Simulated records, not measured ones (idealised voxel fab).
process module | voxel capacitor over wiring
cross-section cut | 265 nm wide | cells 5 nm
A cross-section is a grid of square cells, given in bands from the top down. A band is one or more rows of cells.
Each band's line starts with the height of the band's top and of its bottom, in nm. Then come its materials from left to right, each with its width in nm. One material with "throughout" fills the band from edge to edge. "air" is empty space.
Height 0 is the level under which the wafer as received is all one material. The lowest band goes on downwards, as in "0 down".
A width such as "30 to 40" changes by the same amount from each row of cells to the next, from the band's top row to its bottom row.
"no change" after a step means that no cell of the cross-section changed.
closed voids: empty space of 8 cells or more with no open way to the top, each as width x height at its distance from the left edge, in nm
after a step's settings: what the simulator itself notes on the step
overlay nm, on a step with a mask: how far to the right of its planned place the mask lay; to the left if negative
plan
1 op RECEIVE | material Si
2 op CONFORMAL_DEP | material SiO2 | thk nm 15
3 op DIRECTIONAL_DEP | material TiN | thk nm 5
4 op DIRECTIONAL_DEP | material W | thk nm 15
5 op DIRECTIONAL_DEP | material aC | thk nm 10
6 op PATTERN | tone cover | mask id METAL_1 | material resist | width nm 25 | pitch nm 90 | thk nm 25 | overlay nm 0
7 op DIRECTIONAL_ETCH | etch materials aC | depth nm 10
8 op STRIP | etch materials resist
9 op DIRECTIONAL_ETCH | etch materials W | depth nm 15
10 op DIRECTIONAL_ETCH | etch materials TiN | depth nm 5
11 op STRIP | etch materials aC
12 op CONFORMAL_DEP | material SiN | thk nm 5
13 op FILL_DEP | material SiO2 | thk nm 5
14 op CMP | height nm 35
15 op CONFORMAL_DEP | material SiCN | thk nm 5
16 op DIRECTIONAL_DEP | material lowk | thk nm 10
17 op MASKED_ETCH | tone open | mask id PLUG_1 | width nm 15 | etch materials lowk | depth nm 10 | overlay nm 0
18 op MASKED_ETCH | tone open | mask id PLUG_1 | width nm 15 | etch materials SiCN | depth nm 5 | overlay nm 0
19 op CONFORMAL_DEP | material TiN | thk nm 5
20 op FILL_DEP | material Cu | thk nm 5
21 op CMP | height nm 50
22 op DIRECTIONAL_DEP | material TiN | thk nm 10
23 op DIRECTIONAL_DEP | material SiN | thk nm 5
24 op DIRECTIONAL_DEP | material TiN | thk nm 10
25 op MASKED_ETCH | tone cover | mask id UPPER_PLATE | width nm 70 | etch materials TiN | depth nm 10 | overlay nm 0
26 op MASKED_ETCH | tone cover | mask id UPPER_PLATE | width nm 60 | etch materials SiN | depth nm 5 | overlay nm 0
27 op DIRECTIONAL_DEP | material aC | thk nm 10
28 op PATTERN | tone cover | mask id LOWER_PLATE | material resist | width nm 80 | thk nm 30 | overlay nm 0
29 op DIRECTIONAL_ETCH | etch materials aC | depth nm 10
30 op STRIP | etch materials resist
31 op DIRECTIONAL_ETCH | etch materials TiN | depth nm 10
32 op STRIP | etch materials aC
33 op FILL_DEP | material SiO2 | thk nm 15
34 op CMP | height nm 85
35 op PATTERN | tone open | mask id PLUG_2 | material resist | width nm 15 | thk nm 15 | overlay nm 0
36 op DIRECTIONAL_ETCH | etch materials SiO2 | depth nm 10
37 op STRIP | etch materials resist
38 op CONFORMAL_DEP | material TiN | thk nm 5
39 op FILL_DEP | material W | thk nm 5
40 op CMP | height nm 85
41 op CONFORMAL_DEP | material SiCN | thk nm 5
varied across the wafers: width nm of step 26. The plan shows the first wafer's value. All wafers start alike
first wafer as received, after step 1
  0 down: Si throughout
  closed voids: none
first wafer at the end, after step 41
  90 to 85: SiCN throughout
  85 to 80: SiO2 95 | TiN 5 | W 5 | TiN 5 | SiO2 155
  80 to 75: SiO2 95 | TiN 15 | SiO2 155
  75 to 65: SiO2 85 | TiN 70 | SiO2 110
  65 to 60: SiO2 85 | SiN 70 | SiO2 110
  60 to 50: SiO2 80 | TiN 80 | SiO2 105
  50 to 40: lowk 85 | TiN 5 | Cu 5 | TiN 5 | lowk 165
  40 to 35: SiCN 85 | TiN 15 | SiCN 165
  35 to 20: SiO2 70 | SiN 5 | W 25 | SiN 5 | SiO2 55 | SiN 5 | W 25 | SiN 5 | SiO2 70
  20 to 15: SiN 75 | TiN 25 | SiN 65 | TiN 25 | SiN 75
  15 to 0: SiO2 throughout
  0 down: Si throughout
  closed voids: none
last wafer at the end
  90 to 85: SiCN throughout
  85 to 80: SiO2 95 | TiN 5 | W 5 | TiN 5 | SiO2 155
  80 to 75: SiO2 95 | TiN 15 | SiO2 155
  75 to 65: SiO2 85 | TiN 70 | SiO2 110
  65 to 60: SiO2 80 | SiN 85 | SiO2 100
  60 to 50: SiO2 80 | TiN 85 | SiO2 100
  50 to 40: lowk 85 | TiN 5 | Cu 5 | TiN 5 | lowk 165
  40 to 35: SiCN 85 | TiN 15 | SiCN 165
  35 to 20: SiO2 70 | SiN 5 | W 25 | SiN 5 | SiO2 55 | SiN 5 | W 25 | SiN 5 | SiO2 70
  20 to 15: SiN 75 | TiN 25 | SiN 65 | TiN 25 | SiN 75
  15 to 0: SiO2 throughout
  0 down: Si throughout
  closed voids: none
each wafer at the end: cells of each material gained (+) or lost (-) since it was received, then its closed voids
width nm 60 | +2 Cu | +103 SiCN | +69 SiN | +567 SiO2 | +82 TiN | +31 W | +100 lowk | closed voids: none
width nm 65 | +2 Cu | +103 SiCN | +69 SiN | +567 SiO2 | +82 TiN | +31 W | +100 lowk | closed voids: none
width nm 70 | +2 Cu | +103 SiCN | +69 SiN | +567 SiO2 | +82 TiN | +31 W | +100 lowk | closed voids: none
width nm 75 | +2 Cu | +103 SiCN | +70 SiN | +566 SiO2 | +82 TiN | +31 W | +100 lowk | closed voids: none
width nm 80 | +2 Cu | +103 SiCN | +71 SiN | +565 SiO2 | +82 TiN | +31 W | +100 lowk | closed voids: none
width nm 85 | +2 Cu | +103 SiCN | +72 SiN | +562 SiO2 | +84 TiN | +31 W | +100 lowk | closed voids: none
